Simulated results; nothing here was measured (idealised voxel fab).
Documented hereafter: the process module known as voxel tone inversion.
For reference, the cross-section in this document is cut, with width 230 nm and square cells of 5 nm.
Cross-section layout: square cells on a grid; listed as bands, top to bottom; a band spans one or more cell rows.
The entry gives the band's vertical extent as a top height and a bottom height in nm, then its horizontal make-up as materials from left to right, each with a width in nm. "air" stands for empty space; a single material marked "full width" fills the band edge to edge.
Height 0 is the level under which the wafer as received is all one material. The lowest band goes on downwards, as in "z 0 and below".
So if you see something like "30 to 40" for the width, read it as the top row of the band sitting at the first number and the bottom row at the second, with every row in between moving by the same amount as the last.
No cell of the cross-section changed in a step that is given as "all unchanged".
Under "Listed closed voids" you'll find the enclosed gaps, the ones with no way out to the top, that are 8 cells or bigger; each reads width x height at distance, with distance counted from the left edge, everything in nm.
Read whatever lies past the settings on a step's line as the simulator's own remark about the step.
"overlay nm" denotes, for a step that has a mask, the displacement of the mask to the right of its planned place, with negative values corresponding to the left.

[The process steps that were planned are listed below]
1) op RECEIVE | material Si
2) op CONFORMAL_DEP | material SiCN | thk nm 10
3) op DIRECTIONAL_DEP | material polySi | thk nm 20
4) op PATTERN | tone cover | mask id POSTS | material resist | width nm 15 | pitch nm 40 | thk nm 30 | overlay nm 0
5) op DIRECTIONAL_ETCH | etch materials polySi | depth nm 20
6) op STRIP | etch materials resist
7) op FILL_DEP | material lowk | thk nm 10
8) op CMP | height nm 30
9) op STRIP | etch materials polySi
10) op CONFORMAL_DEP | material TiN | thk nm 5
11) op FILL_DEP | material Ru | thk nm 10
12) op CMP | height nm 30
13) op CONFORMAL_DEP | material SiN | thk nm 5

[What follows covers the first of two wafers; it ran as planned]

[Cross-section of the wafer at receipt, which is the condition after step 1]
> z 0 and below: Si full width
> Listed closed voids: none

[Cross-section of the wafer subsequent to step 2]
> z 10 to 0: SiCN full width
> Heights below 0 show no change.

[Cross-section of the wafer subsequent to step 3]
> z 30 to 10: polySi full width
> Heights below 10 show no change.

[Cross-section of the wafer subsequent to step 4]
> z 60 to 30: 65 nm air, then 15 nm resist, then 25 nm air, then 15 nm resist, then 25 nm air, then 15 nm resist, then 70 nm air
> Heights below 30 show no change.

[Cross-section of the wafer subsequent to step 5]
> z 60 to 30: 65 nm air, then 15 nm resist, then 25 nm air, then 15 nm resist, then 25 nm air, then 15 nm resist, then 70 nm air
> z 30 to 10: 65 nm air, then 15 nm polySi, then 25 nm air, then 15 nm polySi, then 25 nm air, then 15 nm polySi, then 70 nm air
> Heights below 10 show no change.

[Cross-section of the wafer subsequent to step 6]
> z 30 to 10: 65 nm air, then 15 nm polySi, then 25 nm air, then 15 nm polySi, then 25 nm air, then 15 nm polySi, then 70 nm air
> Heights below 10 show no change.

[Cross-section of the wafer subsequent to step 7]
> z 40 to 30: lowk full width
> z 30 to 10: 65 nm lowk, then 15 nm polySi, then 25 nm lowk, then 15 nm polySi, then 25 nm lowk, then 15 nm polySi, then 70 nm lowk
> Heights below 10 show no change.

[Cross-section of the wafer subsequent to step 8]
> z 30 to 10: 65 nm lowk, then 15 nm polySi, then 25 nm lowk, then 15 nm polySi, then 25 nm lowk, then 15 nm polySi, then 70 nm lowk
> Heights below 10 show no change.

[Cross-section of the wafer subsequent to step 9]
> z 30 to 10: 65 nm lowk, then 15 nm air, then 25 nm lowk, then 15 nm air, then 25 nm lowk, then 15 nm air, then 70 nm lowk
> Heights below 10 show no change.

[Cross-section of the wafer subsequent to step 10]
> z 35 to 30: 70 nm TiN, then 5 nm air, then 35 nm TiN, then 5 nm air, then 35 nm TiN, then 5 nm air, then 75 nm TiN
> z 30 to 15: 65 nm lowk, then 5 nm TiN, then 5 nm air, then 5 nm TiN, then 25 nm lowk, then 5 nm TiN, then 5 nm air, then 5 nm TiN, then 25 nm lowk, then 5 nm TiN, then 5 nm air, then 5 nm TiN, then 70 nm lowk
> z 15 to 10: 65 nm lowk, then 15 nm TiN, then 25 nm lowk, then 15 nm TiN, then 25 nm lowk, then 15 nm TiN, then 70 nm lowk
> Heights below 10 show no change.

[Cross-section of the wafer subsequent to step 11]
> z 45 to 35: Ru full width
> z 35 to 30: 70 nm TiN, then 5 nm Ru, then 35 nm TiN, then 5 nm Ru, then 35 nm TiN, then 5 nm Ru, then 75 nm TiN
> z 30 to 15: 65 nm lowk, then 5 nm TiN, then 5 nm Ru, then 5 nm TiN, then 25 nm lowk, then 5 nm TiN, then 5 nm Ru, then 5 nm TiN, then 25 nm lowk, then 5 nm TiN, then 5 nm Ru, then 5 nm TiN, then 70 nm lowk
> Heights below 15 show no change.

[Cross-section of the wafer subsequent to step 12]
> z 30 to 15: 65 nm lowk, then 5 nm TiN, then 5 nm Ru, then 5 nm TiN, then 25 nm lowk, then 5 nm TiN, then 5 nm Ru, then 5 nm TiN, then 25 nm lowk, then 5 nm TiN, then 5 nm Ru, then 5 nm TiN, then 70 nm lowk
> Heights below 15 show no change.

[Cross-section of the wafer subsequent to step 13]
> z 35 to 30: SiN full width
> Heights below 30 show no change.

[Wafer two. Identical start, identical plan. One mistake in execution. Identical history through step 3]

[Second wafer: cross-section at the scheduled end of step 4]
> z 60 to 30: 65 nm resist, then 15 nm air, then 25 nm resist, then 15 nm air, then 25 nm resist, then 15 nm air, then 70 nm resist
> Heights below 30 show no change.

[Second wafer: cross-section at the scheduled end of step 5]
> z 60 to 30: 65 nm resist, then 15 nm air, then 25 nm resist, then 15 nm air, then 25 nm resist, then 15 nm air, then 70 nm resist
> z 30 to 10: 65 nm polySi, then 15 nm air, then 25 nm polySi, then 15 nm air, then 25 nm polySi, then 15 nm air, then 70 nm polySi
> Heights below 10 show no change.

[Second wafer: cross-section at the scheduled end of step 6]
> z 30 to 10: 65 nm polySi, then 15 nm air, then 25 nm polySi, then 15 nm air, then 25 nm polySi, then 15 nm air, then 70 nm polySi
> Heights below 10 show no change.

[Second wafer: cross-section at the scheduled end of step 7]
> z 40 to 30: lowk full width
> z 30 to 10: 65 nm polySi, then 15 nm lowk, then 25 nm polySi, then 15 nm lowk, then 25 nm polySi, then 15 nm lowk, then 70 nm polySi
> Heights below 10 show no change.

[Second wafer: cross-section at the scheduled end of step 8]
> z 30 to 10: 65 nm polySi, then 15 nm lowk, then 25 nm polySi, then 15 nm lowk, then 25 nm polySi, then 15 nm lowk, then 70 nm polySi
> Heights below 10 show no change.

[Second wafer: cross-section at the scheduled end of step 9]
> z 30 to 10: 65 nm air, then 15 nm lowk, then 25 nm air, then 15 nm lowk, then 25 nm air, then 15 nm lowk, then 70 nm air
> Heights below 10 show no change.

[Second wafer: cross-section at the scheduled end of step 10]
> z 35 to 30: 60 nm air, then 25 nm TiN, then 15 nm air, then 25 nm TiN, then 15 nm air, then 25 nm TiN, then 65 nm air
> z 30 to 15: 60 nm air, then 5 nm TiN, then 15 nm lowk, then 5 nm TiN, then 15 nm air, then 5 nm TiN, then 15 nm lowk, then 5 nm TiN, then 15 nm air, then 5 nm TiN, then 15 nm lowk, then 5 nm TiN, then 65 nm air
> z 15 to 10: 65 nm TiN, then 15 nm lowk, then 25 nm TiN, then 15 nm lowk, then 25 nm TiN, then 15 nm lowk, then 70 nm TiN
> Heights below 10 show no change.

[Second wafer: cross-section at the scheduled end of step 11]
> z 45 to 35: Ru full width
> z 35 to 30: 60 nm Ru, then 25 nm TiN, then 15 nm Ru, then 25 nm TiN, then 15 nm Ru, then 25 nm TiN, then 65 nm Ru
> z 30 to 15: 60 nm Ru, then 5 nm TiN, then 15 nm lowk, then 5 nm TiN, then 15 nm Ru, then 5 nm TiN, then 15 nm lowk, then 5 nm TiN, then 15 nm Ru, then 5 nm TiN, then 15 nm lowk, then 5 nm TiN, then 65 nm Ru
> Heights below 15 show no change.

[Second wafer: cross-section at the scheduled end of step 12]
> z 30 to 15: 60 nm Ru, then 5 nm TiN, then 15 nm lowk, then 5 nm TiN, then 15 nm Ru, then 5 nm TiN, then 15 nm lowk, then 5 nm TiN, then 15 nm Ru, then 5 nm TiN, then 15 nm lowk, then 5 nm TiN, then 65 nm Ru
> Heights below 15 show no change.

[Second wafer: cross-section at the scheduled end of step 13]
> z 35 to 30: SiN full width
> Heights below 30 show no change.
So what did we get wrong on this run? for step 4, the planned setting was not used; the step was instead run as op PATTERN | tone open | mask id POSTS | material resist | width nm 15 | pitch nm 40 | thk nm 30 | overlay nm 0
Once processing is complete, comparing cell counts shows that the second wafer has more or fewer of certain materials than the first: 84 more of Ru | 28 more of TiN | 112 fewer of lowk
